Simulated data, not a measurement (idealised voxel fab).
voxel wiring stack: a process module
Cross-sectional view cut (width: 275 nm; square cell size: 5 nm).
Cross-section = grid of square cells, listed top down in bands; band = one or more rows. A band entry consists of two parts. The first gives the height of the band's top and the height of its bottom, in nm. The rest lists the band's materials from left to right, each with its width in nm. A single material labelled with the word "throughout" fills the band from edge to edge, and the word "empty" marks empty space. Below 0: as-received wafer, all one material; heights counted from there. Lowest band: no bottom, goes on down, written "z 0 and below". A width such as "30->40" changes by the same amount from each row of cells to the next, from the band's top row to its bottom row. Given "changes: none" for a step, no cell of the cross-section differs between before and after that step. "Tabulated closed voids": sealed empty spaces, 8 cells or more, no open way to top, listed width x height at distance, with distance from the left edge and width, height and distance in nm. Whatever follows a step's settings on its line is a remark the simulator itself makes about that step. Each step line may optionally specify "overlay nm", which for a step with a mask gives the rightward distance between the mask's planned place and where it lay, a negative value indicating the leftward direction.

## List of planned process steps
1 RECEIVE [material Si]
2 CONFORMAL_DEP [material SiO2] [thk nm 10]
3 CONFORMAL_DEP [material SiN] [thk nm 5]
4 DIRECTIONAL_DEP [material lowk] [thk nm 5]
5 MASKED_ETCH [tone open] [mask id METAL_1] [width nm 30] [pitch nm 60] [etch materials lowk] [depth nm 15] [overlay nm 0]
6 MASKED_ETCH [tone open] [mask id METAL_1] [width nm 30] [pitch nm 60] [etch materials SiN] [depth nm 5] [overlay nm 0]
7 CONFORMAL_DEP [material TiN] [thk nm 5]
8 FILL_DEP [material W] [thk nm 10]
9 CMP [height nm 30]
10 CONFORMAL_DEP [material SiCN] [thk nm 5]
11 DIRECTIONAL_DEP [material lowk] [thk nm 10]
12 DIRECTIONAL_DEP [material aC] [thk nm 15]
13 PATTERN [tone open] [mask id PLUG_1] [material resist] [width nm 15] [pitch nm 120] [thk nm 35] [overlay nm 0]
14 DIRECTIONAL_ETCH [etch materials aC] [depth nm 15]
15 STRIP [etch materials resist]
16 DIRECTIONAL_ETCH [etch materials lowk] [depth nm 10]
17 DIRECTIONAL_ETCH [etch materials SiCN] [depth nm 5]
18 STRIP [etch materials aC]
19 CONFORMAL_DEP [material TiN] [thk nm 5]
20 FILL_DEP [material Ru] [thk nm 5]
21 CMP [height nm 45]
22 DIRECTIONAL_DEP [material TiN] [thk nm 5]
23 DIRECTIONAL_DEP [material W] [thk nm 15]
24 MASKED_ETCH [tone cover] [mask id METAL_2] [width nm 30] [pitch nm 60] [etch materials W] [depth nm 15] [overlay nm 0]
25 MASKED_ETCH [tone cover] [mask id METAL_2] [width nm 30] [pitch nm 60] [etch materials TiN] [depth nm 5] [overlay nm 0]
26 CONFORMAL_DEP [material SiCN] [thk nm 5]
27 FILL_DEP [material SiO2] [thk nm 5]
28 CMP [height nm 65]
29 CONFORMAL_DEP [material SiCN] [thk nm 5]
30 DIRECTIONAL_DEP [material SiO2] [thk nm 25]
31 DIRECTIONAL_DEP [material aC] [thk nm 15]
32 PATTERN [tone open] [mask id METAL_3_HOLES] [material resist] [width nm 15] [pitch nm 60] [thk nm 35] [overlay nm 0]
33 DIRECTIONAL_ETCH [etch materials aC] [depth nm 15]
34 STRIP [etch materials resist]
35 DIRECTIONAL_ETCH [etch materials SiO2] [depth nm 25]
36 STRIP [etch materials aC]
37 DIRECTIONAL_DEP [material aC] [thk nm 10]
38 PATTERN [tone open] [mask id METAL_3] [material resist] [width nm 30] [pitch nm 60] [thk nm 30] [overlay nm 0]
39 DIRECTIONAL_ETCH [etch materials aC] [depth nm 10]
40 STRIP [etch materials resist]
41 DIRECTIONAL_ETCH [etch materials SiO2] [depth nm 15]
42 DIRECTIONAL_ETCH [etch materials SiCN] [depth nm 5]
43 STRIP [etch materials aC]
44 CONFORMAL_DEP [material TiN] [thk nm 5]
45 FILL_DEP [material Cu] [thk nm 5]
46 CMP [height nm 95]
47 CONFORMAL_DEP [material SiCN] [thk nm 5]
The wafers in this document start out alike and differ in the thk nm applied at step 4; the plan shows the value used for the first wafer.

## Received wafers, first of several: cross-section after step 1
z 0 and below = Si throughout
Tabulated closed voids: none

## Each row below is a wafer at the end of the module, listing for every material the number of cells it has gained (+) or lost (-) since it was received, followed by its closed voids
thk nm 5 | +44 Cu | +4 Ru | +202 SiCN | +31 SiN | +358 SiO2 | +173 TiN | +159 W | +129 lowk | Tabulated closed voids: none
thk nm 10 | +44 Cu | +4 Ru | +202 SiCN | +31 SiN | +358 SiO2 | +181 TiN | +120 W | +160 lowk | Tabulated closed voids: none
thk nm 15 | +44 Cu | +4 Ru | +202 SiCN | +31 SiN | +358 SiO2 | +150 TiN | +120 W | +191 lowk | Tabulated closed voids: none
thk nm 20 | +44 Cu | +4 Ru | +202 SiCN | +55 SiN | +358 SiO2 | +134 TiN | +88 W | +215 lowk | Tabulated closed voids: none
thk nm 25 | +44 Cu | +4 Ru | +202 SiCN | +55 SiN | +358 SiO2 | +126 TiN | +72 W | +239 lowk | Tabulated closed voids: none
thk nm 30 | +44 Cu | +4 Ru | +202 SiCN | +55 SiN | +358 SiO2 | +102 TiN | +72 W | +263 lowk | Tabulated closed voids: none
